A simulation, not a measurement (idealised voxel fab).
process module | voxel wiring stack
cross-section cut | 210 nm wide | cells 5 nm
A cross-section is a grid of square cells, given in bands from the top down. A band is one or more rows of cells.
Each band's line starts with the height of the band's top and of its bottom, in nm. Then come its materials from left to right, each with its width in nm. One material with "throughout" fills the band from edge to edge. "air" is empty space.
Height 0 is the level under which the wafer as received is all one material. The lowest band goes on downwards, as in "0 down".
A width such as "30 to 40" changes by the same amount from each row of cells to the next, from the band's top row to its bottom row.
"no change" after a step means that no cell of the cross-section changed.
closed voids: empty space of 8 cells or more with no open way to the top, each as width x height at its distance from the left edge, in nm
after a step's settings: what the simulator itself notes on the step
overlay nm, on a step with a mask: how far to the right of its planned place the mask lay; to the left if negative
plan
1 op RECEIVE | material Si
2 op CONFORMAL_DEP | material SiO2 | thk nm 15
3 op CONFORMAL_DEP | material SiN | thk nm 5
4 op DIRECTIONAL_DEP | material SiO2 | thk nm 15
5 op PATTERN | tone open | mask id METAL_1 | material resist | width nm 25 | pitch nm 50 | thk nm 20 | overlay nm 0
6 op DIRECTIONAL_ETCH | etch materials SiO2 | depth nm 15
7 op DIRECTIONAL_ETCH | etch materials SiN | depth nm 5
8 op STRIP | etch materials resist
9 op CONFORMAL_DEP | material TiN | thk nm 5
10 op FILL_DEP | material Cu | thk nm 5
11 op CMP | height nm 35
12 op CONFORMAL_DEP | material SiCN | thk nm 5
13 op DIRECTIONAL_DEP | material lowk | thk nm 25
14 op DIRECTIONAL_DEP | material aC | thk nm 10
15 op PATTERN | tone open | mask id METAL_2_HOLES | material resist | width nm 15 | pitch nm 50 | thk nm 25 | overlay nm 0
16 op DIRECTIONAL_ETCH | etch materials aC | depth nm 10
17 op STRIP | etch materials resist
18 op DIRECTIONAL_ETCH | etch materials lowk | depth nm 25
19 op STRIP | etch materials aC
20 op PATTERN | tone open | mask id METAL_2 | material resist | width nm 25 | pitch nm 50 | thk nm 20 | overlay nm 0
21 op DIRECTIONAL_ETCH | etch materials lowk | depth nm 15
22 op DIRECTIONAL_ETCH | etch materials SiCN | depth nm 5
23 op STRIP | etch materials resist
24 op CONFORMAL_DEP | material TiN | thk nm 5
25 op FILL_DEP | material Cu | thk nm 5
26 op CMP | height nm 65
27 op CONFORMAL_DEP | material SiCN | thk nm 5
28 op DIRECTIONAL_DEP | material lowk | thk nm 30
29 op MASKED_ETCH | tone open | mask id METAL_3 | width nm 25 | pitch nm 50 | etch materials lowk | depth nm 15 | overlay nm 0
30 op DIRECTIONAL_DEP | material aC | thk nm 15
31 op PATTERN | tone open | mask id METAL_3_HOLES | material resist | width nm 15 | pitch nm 50 | thk nm 30 | overlay nm 0
32 op DIRECTIONAL_ETCH | etch materials aC | depth nm 15
33 op STRIP | etch materials resist
34 op DIRECTIONAL_ETCH | etch materials lowk | depth nm 15
35 op DIRECTIONAL_ETCH | etch materials SiCN | depth nm 5
36 op STRIP | etch materials aC
37 op CONFORMAL_DEP | material TiN | thk nm 5
38 op FILL_DEP | material Cu | thk nm 10
39 op CMP | height nm 100
40 op CONFORMAL_DEP | material SiN | thk nm 5
first wafer, as planned
as received, after step 1
  0 down: Si throughout
  closed voids: none
after step 2
  15 to 0: SiO2 throughout
  below 0: unchanged
after step 3
  20 to 15: SiN throughout
  below 15: unchanged
after step 4
  35 to 20: SiO2 throughout
  below 20: unchanged
after step 5
  55 to 35: resist 65 | air 25 | resist 25 | air 25 | resist 70
  below 35: unchanged
after step 6
  55 to 35: resist 65 | air 25 | resist 25 | air 25 | resist 70
  35 to 20: SiO2 65 | air 25 | SiO2 25 | air 25 | SiO2 70
  below 20: unchanged
after step 7
  55 to 35: resist 65 | air 25 | resist 25 | air 25 | resist 70
  35 to 20: SiO2 65 | air 25 | SiO2 25 | air 25 | SiO2 70
  20 to 15: SiN 65 | air 25 | SiN 25 | air 25 | SiN 70
  below 15: unchanged
after step 8
  35 to 20: SiO2 65 | air 25 | SiO2 25 | air 25 | SiO2 70
  below 20: unchanged
after step 9
  40 to 35: TiN 70 | air 15 | TiN 35 | air 15 | TiN 75
  35 to 20: SiO2 65 | TiN 5 | air 15 | TiN 5 | SiO2 25 | TiN 5 | air 15 | TiN 5 | SiO2 70
  20 to 15: SiN 65 | TiN 25 | SiN 25 | TiN 25 | SiN 70
  below 15: unchanged
after step 10
  45 to 40: Cu throughout
  40 to 35: TiN 70 | Cu 15 | TiN 35 | Cu 15 | TiN 75
  35 to 20: SiO2 65 | TiN 5 | Cu 15 | TiN 5 | SiO2 25 | TiN 5 | Cu 15 | TiN 5 | SiO2 70
  below 20: unchanged
after step 11
  35 to 20: SiO2 65 | TiN 5 | Cu 15 | TiN 5 | SiO2 25 | TiN 5 | Cu 15 | TiN 5 | SiO2 70
  below 20: unchanged
after step 12
  40 to 35: SiCN throughout
  below 35: unchanged
after step 13
  65 to 40: lowk throughout
  below 40: unchanged
after step 14
  75 to 65: aC throughout
  below 65: unchanged
after step 15
  100 to 75: resist 65 | air 15 | resist 35 | air 15 | resist 80
  below 75: unchanged
after step 16
  90 to 75: resist 65 | air 15 | resist 35 | air 15 | resist 80
  75 to 65: aC 65 | air 15 | aC 35 | air 15 | aC 80
  below 65: unchanged
after step 17
  75 to 65: aC 65 | air 15 | aC 35 | air 15 | aC 80
  below 65: unchanged
after step 18
  75 to 65: aC 65 | air 15 | aC 35 | air 15 | aC 80
  65 to 40: lowk 65 | air 15 | lowk 35 | air 15 | lowk 80
  below 40: unchanged
after step 19
  65 to 40: lowk 65 | air 15 | lowk 35 | air 15 | lowk 80
  below 40: unchanged
after step 20
  85 to 65: resist 65 | air 25 | resist 25 | air 25 | resist 70
  below 65: unchanged
after step 21
  85 to 65: resist 65 | air 25 | resist 25 | air 25 | resist 70
  65 to 50: lowk 65 | air 25 | lowk 25 | air 25 | lowk 70
  below 50: unchanged
after step 22
  85 to 65: resist 65 | air 25 | resist 25 | air 25 | resist 70
  65 to 50: lowk 65 | air 25 | lowk 25 | air 25 | lowk 70
  50 to 40: lowk 65 | air 15 | lowk 35 | air 15 | lowk 80
  40 to 35: SiCN 65 | air 15 | SiCN 35 | air 15 | SiCN 80
  below 35: unchanged
after step 23
  65 to 50: lowk 65 | air 25 | lowk 25 | air 25 | lowk 70
  below 50: unchanged
after step 24
  70 to 65: TiN 70 | air 15 | TiN 35 | air 15 | TiN 75
  65 to 55: lowk 65 | TiN 5 | air 15 | TiN 5 | lowk 25 | TiN 5 | air 15 | TiN 5 | lowk 70
  55 to 50: lowk 65 | TiN 5 | air 5 | TiN 15 | lowk 25 | TiN 5 | air 5 | TiN 15 | lowk 70
  50 to 40: lowk 65 | TiN 5 | air 5 | TiN 5 | lowk 35 | TiN 5 | air 5 | TiN 5 | lowk 80
  40 to 35: SiCN 65 | TiN 15 | SiCN 35 | TiN 15 | SiCN 80
  below 35: unchanged
after step 25
  75 to 70: Cu throughout
  70 to 65: TiN 70 | Cu 15 | TiN 35 | Cu 15 | TiN 75
  65 to 55: lowk 65 | TiN 5 | Cu 15 | TiN 5 | lowk 25 | TiN 5 | Cu 15 | TiN 5 | lowk 70
  55 to 50: lowk 65 | TiN 5 | Cu 5 | TiN 15 | lowk 25 | TiN 5 | Cu 5 | TiN 15 | lowk 70
  50 to 40: lowk 65 | TiN 5 | Cu 5 | TiN 5 | lowk 35 | TiN 5 | Cu 5 | TiN 5 | lowk 80
  below 40: unchanged
after step 26
  65 to 55: lowk 65 | TiN 5 | Cu 15 | TiN 5 | lowk 25 | TiN 5 | Cu 15 | TiN 5 | lowk 70
  below 55: unchanged
after step 27
  70 to 65: SiCN throughout
  below 65: unchanged
after step 28
  100 to 70: lowk throughout
  below 70: unchanged
after step 29
  100 to 85: lowk 65 | air 25 | lowk 25 | air 25 | lowk 70
  below 85: unchanged
after step 30
  115 to 100: aC 65 | air 25 | aC 25 | air 25 | aC 70
  100 to 85: lowk 65 | aC 25 | lowk 25 | aC 25 | lowk 70
  below 85: unchanged
after step 31
  145 to 115: resist 65 | air 15 | resist 35 | air 15 | resist 80
  115 to 100: aC 65 | air 15 | resist 10 | aC 25 | air 15 | resist 10 | aC 70
  below 100: unchanged
after step 32
  130 to 115: resist 65 | air 15 | resist 35 | air 15 | resist 80
  115 to 100: aC 65 | air 15 | resist 10 | aC 25 | air 15 | resist 10 | aC 70
  100 to 85: lowk 65 | air 15 | aC 10 | lowk 25 | air 15 | aC 10 | lowk 70
  below 85: unchanged
after step 33
  115 to 100: aC 65 | air 25 | aC 25 | air 25 | aC 70
  below 100: unchanged
after step 34
  115 to 100: aC 65 | air 25 | aC 25 | air 25 | aC 70
  100 to 85: lowk 65 | air 15 | aC 10 | lowk 25 | air 15 | aC 10 | lowk 70
  85 to 70: lowk 65 | air 15 | lowk 35 | air 15 | lowk 80
  below 70: unchanged
after step 35
  115 to 100: aC 65 | air 25 | aC 25 | air 25 | aC 70
  100 to 85: lowk 65 | air 15 | aC 10 | lowk 25 | air 15 | aC 10 | lowk 70
  85 to 70: lowk 65 | air 15 | lowk 35 | air 15 | lowk 80
  70 to 65: SiCN 65 | air 15 | SiCN 35 | air 15 | SiCN 80
  below 65: unchanged
after step 36
  100 to 85: lowk 65 | air 25 | lowk 25 | air 25 | lowk 70
  below 85: unchanged
after step 37
  105 to 100: TiN 70 | air 15 | TiN 35 | air 15 | TiN 75
  100 to 90: lowk 65 | TiN 5 | air 15 | TiN 5 | lowk 25 | TiN 5 | air 15 | TiN 5 | lowk 70
  90 to 85: lowk 65 | TiN 5 | air 5 | TiN 15 | lowk 25 | TiN 5 | air 5 | TiN 15 | lowk 70
  85 to 70: lowk 65 | TiN 5 | air 5 | TiN 5 | lowk 35 | TiN 5 | air 5 | TiN 5 | lowk 80
  70 to 65: SiCN 65 | TiN 15 | SiCN 35 | TiN 15 | SiCN 80
  below 65: unchanged
after step 38
  115 to 105: Cu throughout
  105 to 100: TiN 70 | Cu 15 | TiN 35 | Cu 15 | TiN 75
  100 to 90: lowk 65 | TiN 5 | Cu 15 | TiN 5 | lowk 25 | TiN 5 | Cu 15 | TiN 5 | lowk 70
  90 to 85: lowk 65 | TiN 5 | Cu 5 | TiN 15 | lowk 25 | TiN 5 | Cu 5 | TiN 15 | lowk 70
  85 to 70: lowk 65 | TiN 5 | Cu 5 | TiN 5 | lowk 35 | TiN 5 | Cu 5 | TiN 5 | lowk 80
  below 70: unchanged
after step 39
  100 to 90: lowk 65 | TiN 5 | Cu 15 | TiN 5 | lowk 25 | TiN 5 | Cu 15 | TiN 5 | lowk 70
  below 90: unchanged
after step 40
  105 to 100: SiN throughout
  below 100: unchanged
second wafer: like start, like plan, one mistake. Through step 28 it matches the first wafer
when step 29 should have ended
  100 to 85: air 65 | lowk 25 | air 25 | lowk 25 | air 70
  below 85: unchanged
when step 30 should have ended
  115 to 100: air 65 | aC 25 | air 25 | aC 25 | air 70
  100 to 85: aC 65 | lowk 25 | aC 25 | lowk 25 | aC 70
  below 85: unchanged
when step 31 should have ended
  145 to 115: resist 65 | air 15 | resist 35 | air 15 | resist 80
  115 to 100: resist 65 | aC 25 | resist 25 | aC 25 | resist 70
  below 100: unchanged
when step 32 should have ended
  130 to 115: resist 65 | air 15 | resist 35 | air 15 | resist 80
  115 to 100: resist 65 | air 15 | aC 10 | resist 25 | air 15 | aC 10 | resist 70
  below 100: unchanged
when step 33 should have ended
  115 to 100: air 80 | aC 10 | air 40 | aC 10 | air 70
  below 100: unchanged
when step 34 should have ended
  115 to 100: air 80 | aC 10 | air 40 | aC 10 | air 70
  100 to 85: aC 65 | air 15 | lowk 10 | aC 25 | air 15 | lowk 10 | aC 70
  below 85: unchanged
when step 35 should have ended: no change
when step 36 should have ended
  100 to 85: air 80 | lowk 10 | air 40 | lowk 10 | air 70
  below 85: unchanged
when step 37 should have ended
  105 to 100: air 75 | TiN 20 | air 30 | TiN 20 | air 65
  100 to 90: air 75 | TiN 5 | lowk 10 | TiN 5 | air 30 | TiN 5 | lowk 10 | TiN 5 | air 65
  90 to 85: TiN 80 | lowk 10 | TiN 40 | lowk 10 | TiN 70
  below 85: unchanged
when step 38 should have ended
  115 to 105: Cu throughout
  105 to 100: Cu 75 | TiN 20 | Cu 30 | TiN 20 | Cu 65
  100 to 90: Cu 75 | TiN 5 | lowk 10 | TiN 5 | Cu 30 | TiN 5 | lowk 10 | TiN 5 | Cu 65
  below 90: unchanged
when step 39 should have ended
  100 to 90: Cu 75 | TiN 5 | lowk 10 | TiN 5 | Cu 30 | TiN 5 | lowk 10 | TiN 5 | Cu 65
  below 90: unchanged
when step 40 should have ended
  105 to 100: SiN throughout
  below 100: unchanged
what went wrong: step 29 ran as: op MASKED_ETCH | tone cover | mask id METAL_3 | width nm 25 | pitch nm 50 | etch materials lowk | depth nm 15 | overlay nm 0
at the end the second wafer has, in cells: 48 more of Cu | 6 more of SiCN | 12 more of TiN | 66 fewer of lowk
